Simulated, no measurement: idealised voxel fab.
Title: Process Module voxel fin reveal
Cross-sectional view cut (width: 295 nm; square cell size: 5 nm).
Format of a cross-section: grid, square cells. Given as bands. Order: top down. Band: one or more rows of cells.
It is stipulated that each band's entry specify, in nanometres, the height of the top of the band and then that of its bottom, followed by the materials of the band in left-to-right sequence, each together with its width in nanometres. A single material marked by the word "everywhere" is understood to fill the band from edge to edge; the word "empty" is understood to denote empty space.
Convention: height 0 is the level below which the wafer, as received, is all one material. The lowest band does not terminate at the bottom but continues downward, represented as "from 0 down".
It should be noted that a width expressed as "30..40" varies in equal increments from row to row of cells within the band, taking the value of the first number at the top row and that of the second number at the bottom row.
It should be understood that the words "no modifications", when stated for a given step, signify that the cross-section underwent no change in any of its cells during that step.
"Fully enclosed voids" - sealed voids, min. 8 cells, no opening to top; format: width x height at distance (distance from left edge; nm throughout).
Note: text after step settings on the step line = simulator remark on that step.
overlay nm: mask right of planned place by this much (step with mask). Neg. = left.

PROCESS STEPS (PLANNED)
- 1: RECEIVE with material Si
- 2: CONFORMAL_DEP with material SiN, thk nm 5
- 3: MASKED_ETCH with tone cover, mask id FINS, width nm 15, pitch nm 45, etch materials SiN, depth nm 5, overlay nm 0
- 4: MASKED_ETCH with tone cover, mask id FINS, width nm 15, pitch nm 45, etch materials Si, depth nm 30, overlay nm 0
- 5: OXIDIZE with depth nm 5
- 6: FILL_DEP with material SiO2, thk nm 5
- 7: CMP with height nm 5
- 8: SELECTIVE_ETCH with etch materials SiO2, depth nm 25
- 9: STRIP with etch materials SiN

INCOMING WAFER IN CROSS-SECTION (STATE: AFTER STEP 1)
- from 0 down: Si everywhere
- Fully enclosed voids: none

LOOK AT THE CROSS-SECTION AFTER THE MODULE: THE WAFER STARTED OUT THE WAY SHOWN ABOVE AND THE PLAN WAS THE ONE SHOWN ABOVE, YET ONE MISTAKE WAS MADE ALONG THE WAY
- from 0 to -35: empty=100, then Si=5, then empty=40, then Si=5, then empty=40, then Si=5, then empty=100
- from -35 down: Si everywhere
- Fully enclosed voids: none
Finding, execution versus plan: regarding the plan, step 8 was run twice
